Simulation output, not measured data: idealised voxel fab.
Process module, titled voxel wiring stack
This is section cut - it's 260 nm across, gridded in 5 nm square cells.
A cross-section is a grid of square cells, given in bands from the top down. A band is one or more rows of cells.
Each band's line starts with the height of the band's top and of its bottom, in nm. Then come its materials from left to right, each with its width in nm. One material with "everywhere" fills the band from edge to edge. "blank" is empty space.
Height is counted from the level 0, under which the received wafer is composed throughout of one material. The lowest of the bands is not closed at the bottom but continues downward, in the notation "0 nm and below".
A width given as "30..40" starts at the first number in the band's top row and ends at the second number in its bottom row, shifting by an equal amount at every step from row to row.
Take "no change occurred" at face value: in the step it is given for, the cross-section changed in none of its cells.
Look at "Closed empty spaces" for the closed voids: empty spaces with no open path to the top, sized 8 cells or up. Each is width x height at distance, distance from the left edge, all nm.
The remark found on a step's line after its settings is issued by the simulator itself and pertains to that step.
When a step includes a mask, the "overlay nm" setting on its line states how far to the right of its planned place that mask lay, and negative values state how far to the left.
[The steps planned for the process are as follows]
- 1: RECEIVE (material Si)
- 2: CONFORMAL_DEP (material SiO2; thk nm 10)
- 3: DIRECTIONAL_DEP (material TiN; thk nm 5)
- 4: DIRECTIONAL_DEP (material W; thk nm 25)
- 5: MASKED_ETCH (tone cover; mask id METAL_1; width nm 20; pitch nm 50; etch materials W; depth nm 25; overlay nm 0)
- 6: MASKED_ETCH (tone cover; mask id METAL_1; width nm 20; pitch nm 50; etch materials TiN; depth nm 5; overlay nm 0)
- 7: CONFORMAL_DEP (material SiN; thk nm 5)
- 8: FILL_DEP (material lowk; thk nm 10)
- 9: CMP (height nm 40)
- 10: CONFORMAL_DEP (material SiCN; thk nm 5)
- 11: DIRECTIONAL_DEP (material lowk; thk nm 15)
- 12: MASKED_ETCH (tone open; mask id PLUG_1; width nm 15; pitch nm 100; etch materials lowk; depth nm 15; overlay nm 0)
- 13: MASKED_ETCH (tone open; mask id PLUG_1; width nm 15; pitch nm 100; etch materials SiCN; depth nm 5; overlay nm 0)
- 14: CONFORMAL_DEP (material TiN; thk nm 5)
- 15: FILL_DEP (material Cu; thk nm 5)
- 16: CMP (height nm 60)
- 17: CONFORMAL_DEP (material SiCN; thk nm 5)
- 18: DIRECTIONAL_DEP (material SiO2; thk nm 25)
- 19: DIRECTIONAL_DEP (material aC; thk nm 15)
- 20: PATTERN (tone open; mask id METAL_2; material resist; width nm 15; pitch nm 50; thk nm 30; overlay nm 0)
- 21: DIRECTIONAL_ETCH (etch materials aC; depth nm 15)
- 22: STRIP (etch materials resist)
- 23: DIRECTIONAL_ETCH (etch materials SiO2; depth nm 25)
- 24: DIRECTIONAL_ETCH (etch materials SiCN; depth nm 5)
- 25: STRIP (etch materials aC)
- 26: CONFORMAL_DEP (material TiN; thk nm 5)
- 27: FILL_DEP (material Ru; thk nm 10)
- 28: CMP (height nm 90)
- 29: CONFORMAL_DEP (material SiCN; thk nm 5)
- 30: DIRECTIONAL_DEP (material SiO2; thk nm 20)
- 31: MASKED_ETCH (tone open; mask id PLUG_2; width nm 15; pitch nm 50; etch materials SiO2; depth nm 20; overlay nm 0)
- 32: MASKED_ETCH (tone open; mask id PLUG_2; width nm 15; pitch nm 50; etch materials SiCN; depth nm 5; overlay nm 0)
- 33: CONFORMAL_DEP (material TiN; thk nm 5)
- 34: FILL_DEP (material W; thk nm 5)
- 35: CMP (height nm 115)
- 36: CONFORMAL_DEP (material SiCN; thk nm 5)
- 37: DIRECTIONAL_DEP (material SiO2; thk nm 20)
- 38: PATTERN (tone open; mask id METAL_3; material resist; width nm 20; pitch nm 50; thk nm 15; overlay nm 0)
- 39: DIRECTIONAL_ETCH (etch materials SiO2; depth nm 20)
- 40: DIRECTIONAL_ETCH (etch materials SiCN; depth nm 5)
- 41: STRIP (etch materials resist)
- 42: CONFORMAL_DEP (material TiN; thk nm 5)
- 43: FILL_DEP (material Ru; thk nm 5)
- 44: CMP (height nm 140)
- 45: EPI (material Ru; thk nm 5)
- 46: FILL_DEP (material SiCN; thk nm 5)
Heads up: all these wafers start the same, and what changes between them is the width nm in step 20. The value you see in the plan is just what the first wafer got.
[Sectional view: first of several wafers, as received, after step 1]
  0 nm and below: Si everywhere
  Closed empty spaces: none
[Here is how to read the rows: every wafer has a row, and it shows the wafer at the end of the module, giving for each material how many cells were gained (+) or lost (-) since the wafer was received, then listing its closed voids]
width nm 15, +6 Cu, +57 Ru, +258 SiCN, +70 SiN, +651 SiO2, +138 TiN, +72 W, +308 lowk, Closed empty spaces: none
width nm 20, +6 Cu, +72 Ru, +255 SiCN, +70 SiN, +636 SiO2, +141 TiN, +72 W, +308 lowk, Closed empty spaces: none
width nm 25, +6 Cu, +87 Ru, +252 SiCN, +70 SiN, +621 SiO2, +144 TiN, +72 W, +308 lowk, Closed empty spaces: none
width nm 30, +6 Cu, +102 Ru, +249 SiCN, +70 SiN, +606 SiO2, +147 TiN, +72 W, +308 lowk, Closed empty spaces: none
width nm 35, +6 Cu, +117 Ru, +246 SiCN, +70 SiN, +591 SiO2, +150 TiN, +72 W, +308 lowk, Closed empty spaces: none
